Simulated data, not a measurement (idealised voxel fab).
Module name: voxel gate over fins (process module)
For reference, the cross-section in this document is cut, with width 165 nm and square cells of 5 nm.
In this document a cross-section is written as a grid of square cells. It is given as a series of bands, listed from the top down, and a band is one or more rows of cells.
The band entry comprises the height of the band's top followed by the height of its bottom, expressed in nm, and subsequently the band's materials from left to right, each stated together with its width in nm. Where a single material is marked with the word "throughout", that material fills the band from edge to edge. The word "air" represents empty space.
Below 0: as-received wafer, all one material; heights counted from there. Lowest band: no bottom, goes on down, written "0 -> down".
Width: "30 to 40" (first number = top row, second number = bottom row, same change from row to row of cells).
You'll sometimes find "remained the same" written for a step, and that's the way of saying that nowhere in the cross-section did a cell change during that step.
This entry, "Closed cavity list", enumerates those empty regions of no fewer than 8 cells that possess no open connection to the top. Each region is reported in the form width x height at distance, the distance being taken from the left edge, with all three quantities expressed in nm.
Whatever follows a step's settings on its line is a remark the simulator itself makes about that step.
overlay nm: right-of-plan distance of the mask on a masked step; negative values mean left-of-plan.

Below is the list of planned process steps:
| 1 | RECEIVE: material Si |
| 2 | CONFORMAL_DEP: material SiN, thk nm 10 |
| 3 | PATTERN: tone cover, mask id FINS, material resist, width nm 15, pitch nm 60, thk nm 20, overlay nm 0 |
| 4 | DIRECTIONAL_ETCH: etch materials SiN, depth nm 10 |
| 5 | DIRECTIONAL_ETCH: etch materials Si, depth nm 30 |
| 6 | STRIP: etch materials resist |
| 7 | FILL_DEP: material SiO2, thk nm 10 |
| 8 | CMP: height nm 10 |
| 9 | DIRECTIONAL_DEP: material aC, thk nm 15 |
| 10 | PATTERN: tone open, mask id RAIL, material resist, width nm 15, thk nm 30, overlay nm 0 |
| 11 | DIRECTIONAL_ETCH: etch materials aC, depth nm 15 |
| 12 | STRIP: etch materials resist |
| 13 | DIRECTIONAL_ETCH: etch materials SiO2, depth nm 35 |
| 14 | STRIP: etch materials aC |
| 15 | CONFORMAL_DEP: material TiN, thk nm 5 |
| 16 | FILL_DEP: material Ru, thk nm 10 |
| 17 | CMP: height nm 10 |
| 18 | SELECTIVE_ETCH: etch materials W Ru TiN, depth nm 30 |
| 19 | FILL_DEP: material SiO2, thk nm 5 |
| 20 | CMP: height nm 10 |
| 21 | SELECTIVE_ETCH: etch materials SiO2, depth nm 20 |
| 22 | STRIP: etch materials SiN |
| 23 | CONFORMAL_DEP: material HfO2, thk nm 5 |
| 24 | CONFORMAL_DEP: material TiN, thk nm 5 |
| 25 | FILL_DEP: material W, thk nm 10 |
| 26 | CMP: height nm 15 |
| 27 | CONFORMAL_DEP: material SiCN, thk nm 5 |

Account of the first of two wafers, which was processed as intended:

So this is the incoming wafer in cross-section - it's already been through step 1:
> 0 -> down = Si throughout
> Closed cavity list: none

Cross-section: wafer state after step 2:
> 10 -> 0 = SiN throughout
> Under 0: no change, same as before.

Cross-section: wafer state after step 3:
> 30 -> 10 = air=45, resist=15, air=45, resist=15, air=45
> Under 10: no change, same as before.

Cross-section: wafer state after step 4:
> 30 -> 10 = air=45, resist=15, air=45, resist=15, air=45
> 10 -> 0 = air=45, SiN=15, air=45, SiN=15, air=45
> Under 0: no change, same as before.

Cross-section: wafer state after step 5:
> 30 -> 10 = air=45, resist=15, air=45, resist=15, air=45
> 10 -> 0 = air=45, SiN=15, air=45, SiN=15, air=45
> 0 -> -30 = air=45, Si=15, air=45, Si=15, air=45
> Under -30: no change, same as before.

Cross-section: wafer state after step 6:
> 10 -> 0 = air=45, SiN=15, air=45, SiN=15, air=45
> Under 0: no change, same as before.

Cross-section: wafer state after step 7:
> 20 -> 10 = SiO2 throughout
> 10 -> 0 = SiO2=45, SiN=15, SiO2=45, SiN=15, SiO2=45
> 0 -> -30 = SiO2=45, Si=15, SiO2=45, Si=15, SiO2=45
> Under -30: no change, same as before.

Cross-section: wafer state after step 8:
> 10 -> 0 = SiO2=45, SiN=15, SiO2=45, SiN=15, SiO2=45
> Under 0: no change, same as before.

Cross-section: wafer state after step 9:
> 25 -> 10 = aC throughout
> Under 10: no change, same as before.

Cross-section: wafer state after step 10:
> 55 -> 25 = resist=75, air=15, resist=75
> Under 25: no change, same as before.

Cross-section: wafer state after step 11:
> 40 -> 25 = resist=75, air=15, resist=75
> 25 -> 10 = aC=75, air=15, aC=75
> Under 10: no change, same as before.

Cross-section: wafer state after step 12:
> 25 -> 10 = aC=75, air=15, aC=75
> Under 10: no change, same as before.

Cross-section: wafer state after step 13:
> 25 -> 10 = aC=75, air=15, aC=75
> 10 -> 0 = SiO2=45, SiN=15, SiO2=15, air=15, SiO2=15, SiN=15, SiO2=45
> 0 -> -25 = SiO2=45, Si=15, SiO2=15, air=15, SiO2=15, Si=15, SiO2=45
> Under -25: no change, same as before.

Cross-section: wafer state after step 14:
> 10 -> 0 = SiO2=45, SiN=15, SiO2=15, air=15, SiO2=15, SiN=15, SiO2=45
> Under 0: no change, same as before.

Cross-section: wafer state after step 15:
> 15 -> 10 = TiN=80, air=5, TiN=80
> 10 -> 0 = SiO2=45, SiN=15, SiO2=15, TiN=5, air=5, TiN=5, SiO2=15, SiN=15, SiO2=45
> 0 -> -20 = SiO2=45, Si=15, SiO2=15, TiN=5, air=5, TiN=5, SiO2=15, Si=15, SiO2=45
> -20 -> -25 = SiO2=45, Si=15, SiO2=15, TiN=15, SiO2=15, Si=15, SiO2=45
> Under -25: no change, same as before.

Cross-section: wafer state after step 16:
> 25 -> 15 = Ru throughout
> 15 -> 10 = TiN=80, Ru=5, TiN=80
> 10 -> 0 = SiO2=45, SiN=15, SiO2=15, TiN=5, Ru=5, TiN=5, SiO2=15, SiN=15, SiO2=45
> 0 -> -20 = SiO2=45, Si=15, SiO2=15, TiN=5, Ru=5, TiN=5, SiO2=15, Si=15, SiO2=45
> Under -20: no change, same as before.

Cross-section: wafer state after step 17:
> 10 -> 0 = SiO2=45, SiN=15, SiO2=15, TiN=5, Ru=5, TiN=5, SiO2=15, SiN=15, SiO2=45
> Under 0: no change, same as before.

Cross-section: wafer state after step 18:
> 10 -> 0 = SiO2=45, SiN=15, SiO2=15, air=15, SiO2=15, SiN=15, SiO2=45
> 0 -> -20 = SiO2=45, Si=15, SiO2=15, air=15, SiO2=15, Si=15, SiO2=45
> Under -20: no change, same as before.

Cross-section: wafer state after step 19:
> 15 -> 10 = SiO2 throughout
> 10 -> 0 = SiO2=45, SiN=15, SiO2=45, SiN=15, SiO2=45
> 0 -> -20 = SiO2=45, Si=15, SiO2=45, Si=15, SiO2=45
> Under -20: no change, same as before.

Cross-section: wafer state after step 20:
> 10 -> 0 = SiO2=45, SiN=15, SiO2=45, SiN=15, SiO2=45
> Under 0: no change, same as before.

Cross-section: wafer state after step 21:
> 10 -> 0 = air=45, SiN=15, air=45, SiN=15, air=45
> 0 -> -10 = air=45, Si=15, air=45, Si=15, air=45
> Under -10: no change, same as before.

Cross-section: wafer state after step 22:
> 0 -> -10 = air=45, Si=15, air=45, Si=15, air=45
> Under -10: no change, same as before.

Cross-section: wafer state after step 23:
> 5 -> 0 = air=40, HfO2=25, air=35, HfO2=25, air=40
> 0 -> -5 = air=40, HfO2=5, Si=15, HfO2=5, air=35, HfO2=5, Si=15, HfO2=5, air=40
> -5 -> -10 = HfO2=45, Si=15, HfO2=45, Si=15, HfO2=45
> Under -10: no change, same as before.

Cross-section: wafer state after step 24:
> 10 -> 5 = air=35, TiN=35, air=25, TiN=35, air=35
> 5 -> 0 = air=35, TiN=5, HfO2=25, TiN=5, air=25, TiN=5, HfO2=25, TiN=5, air=35
> 0 -> -5 = TiN=40, HfO2=5, Si=15, HfO2=5, TiN=35, HfO2=5, Si=15, HfO2=5, TiN=40
> Under -5: no change, same as before.

Cross-section: wafer state after step 25:
> 20 -> 10 = W throughout
> 10 -> 5 = W=35, TiN=35, W=25, TiN=35, W=35
> 5 -> 0 = W=35, TiN=5, HfO2=25, TiN=5, W=25, TiN=5, HfO2=25, TiN=5, W=35
> Under 0: no change, same as before.

Cross-section: wafer state after step 26:
> 15 -> 10 = W throughout
> Under 10: no change, same as before.

Cross-section: wafer state after step 27:
> 20 -> 15 = SiCN throughout
> Under 15: no change, same as before.

Companion wafer, the second of two: same beginning, same intended sequence, one mistake in carrying it out; through step 4 inclusive it tracks the first exactly:

When step 5 should have ended:
> 30 -> 10 = air=45, resist=15, air=45, resist=15, air=45
> 10 -> 0 = air=45, SiN=15, air=45, SiN=15, air=45
> 0 -> -60 = air=45, Si=15, air=45, Si=15, air=45
> Under -60: no change, same as before.

When step 6 should have ended:
> 10 -> 0 = air=45, SiN=15, air=45, SiN=15, air=45
> Under 0: no change, same as before.

When step 7 should have ended:
> 20 -> 10 = SiO2 throughout
> 10 -> 0 = SiO2=45, SiN=15, SiO2=45, SiN=15, SiO2=45
> 0 -> -60 = SiO2=45, Si=15, SiO2=45, Si=15, SiO2=45
> Under -60: no change, same as before.

When step 8 should have ended:
> 10 -> 0 = SiO2=45, SiN=15, SiO2=45, SiN=15, SiO2=45
> Under 0: no change, same as before.

When step 9 should have ended:
> 25 -> 10 = aC throughout
> Under 10: no change, same as before.

When step 10 should have ended:
> 55 -> 25 = resist=75, air=15, resist=75
> Under 25: no change, same as before.

When step 11 should have ended:
> 40 -> 25 = resist=75, air=15, resist=75
> 25 -> 10 = aC=75, air=15, aC=75
> Under 10: no change, same as before.

When step 12 should have ended:
> 25 -> 10 = aC=75, air=15, aC=75
> Under 10: no change, same as before.

When step 13 should have ended:
> 25 -> 10 = aC=75, air=15, aC=75
> 10 -> 0 = SiO2=45, SiN=15, SiO2=15, air=15, SiO2=15, SiN=15, SiO2=45
> 0 -> -25 = SiO2=45, Si=15, SiO2=15, air=15, SiO2=15, Si=15, SiO2=45
> Under -25: no change, same as before.

When step 14 should have ended:
> 10 -> 0 = SiO2=45, SiN=15, SiO2=15, air=15, SiO2=15, SiN=15, SiO2=45
> Under 0: no change, same as before.

When step 15 should have ended:
> 15 -> 10 = TiN=80, air=5, TiN=80
> 10 -> 0 = SiO2=45, SiN=15, SiO2=15, TiN=5, air=5, TiN=5, SiO2=15, SiN=15, SiO2=45
> 0 -> -20 = SiO2=45, Si=15, SiO2=15, TiN=5, air=5, TiN=5, SiO2=15, Si=15, SiO2=45
> -20 -> -25 = SiO2=45, Si=15, SiO2=15, TiN=15, SiO2=15, Si=15, SiO2=45
> Under -25: no change, same as before.

When step 16 should have ended:
> 25 -> 15 = Ru throughout
> 15 -> 10 = TiN=80, Ru=5, TiN=80
> 10 -> 0 = SiO2=45, SiN=15, SiO2=15, TiN=5, Ru=5, TiN=5, SiO2=15, SiN=15, SiO2=45
> 0 -> -20 = SiO2=45, Si=15, SiO2=15, TiN=5, Ru=5, TiN=5, SiO2=15, Si=15, SiO2=45
> Under -20: no change, same as before.

When step 17 should have ended:
> 10 -> 0 = SiO2=45, SiN=15, SiO2=15, TiN=5, Ru=5, TiN=5, SiO2=15, SiN=15, SiO2=45
> Under 0: no change, same as before.

When step 18 should have ended:
> 10 -> 0 = SiO2=45, SiN=15, SiO2=15, air=15, SiO2=15, SiN=15, SiO2=45
> 0 -> -20 = SiO2=45, Si=15, SiO2=15, air=15, SiO2=15, Si=15, SiO2=45
> Under -20: no change, same as before.

When step 19 should have ended:
> 15 -> 10 = SiO2 throughout
> 10 -> 0 = SiO2=45, SiN=15, SiO2=45, SiN=15, SiO2=45
> 0 -> -20 = SiO2=45, Si=15, SiO2=45, Si=15, SiO2=45
> Under -20: no change, same as before.

When step 20 should have ended:
> 10 -> 0 = SiO2=45, SiN=15, SiO2=45, SiN=15, SiO2=45
> Under 0: no change, same as before.

When step 21 should have ended:
> 10 -> 0 = air=45, SiN=15, air=45, SiN=15, air=45
> 0 -> -10 = air=45, Si=15, air=45, Si=15, air=45
> Under -10: no change, same as before.

When step 22 should have ended:
> 0 -> -10 = air=45, Si=15, air=45, Si=15, air=45
> Under -10: no change, same as before.

When step 23 should have ended:
> 5 -> 0 = air=40, HfO2=25, air=35, HfO2=25, air=40
> 0 -> -5 = air=40, HfO2=5, Si=15, HfO2=5, air=35, HfO2=5, Si=15, HfO2=5, air=40
> -5 -> -10 = HfO2=45, Si=15, HfO2=45, Si=15, HfO2=45
> Under -10: no change, same as before.

When step 24 should have ended:
> 10 -> 5 = air=35, TiN=35, air=25, TiN=35, air=35
> 5 -> 0 = air=35, TiN=5, HfO2=25, TiN=5, air=25, TiN=5, HfO2=25, TiN=5, air=35
> 0 -> -5 = TiN=40, HfO2=5, Si=15, HfO2=5, TiN=35, HfO2=5, Si=15, HfO2=5, TiN=40
> Under -5: no change, same as before.

When step 25 should have ended:
> 20 -> 10 = W throughout
> 10 -> 5 = W=35, TiN=35, W=25, TiN=35, W=35
> 5 -> 0 = W=35, TiN=5, HfO2=25, TiN=5, W=25, TiN=5, HfO2=25, TiN=5, W=35
> Under 0: no change, same as before.

When step 26 should have ended:
> 15 -> 10 = W throughout
> Under 10: no change, same as before.

When step 27 should have ended:
> 20 -> 15 = SiCN throughout
> Under 15: no change, same as before.
Heads up, the wafer didn't run the way we planned it: execution of plan step 5 occurred twice
Materials where the second wafer ends with more or fewer cells than the first: 162 fewer of Si | 162 more of SiO2
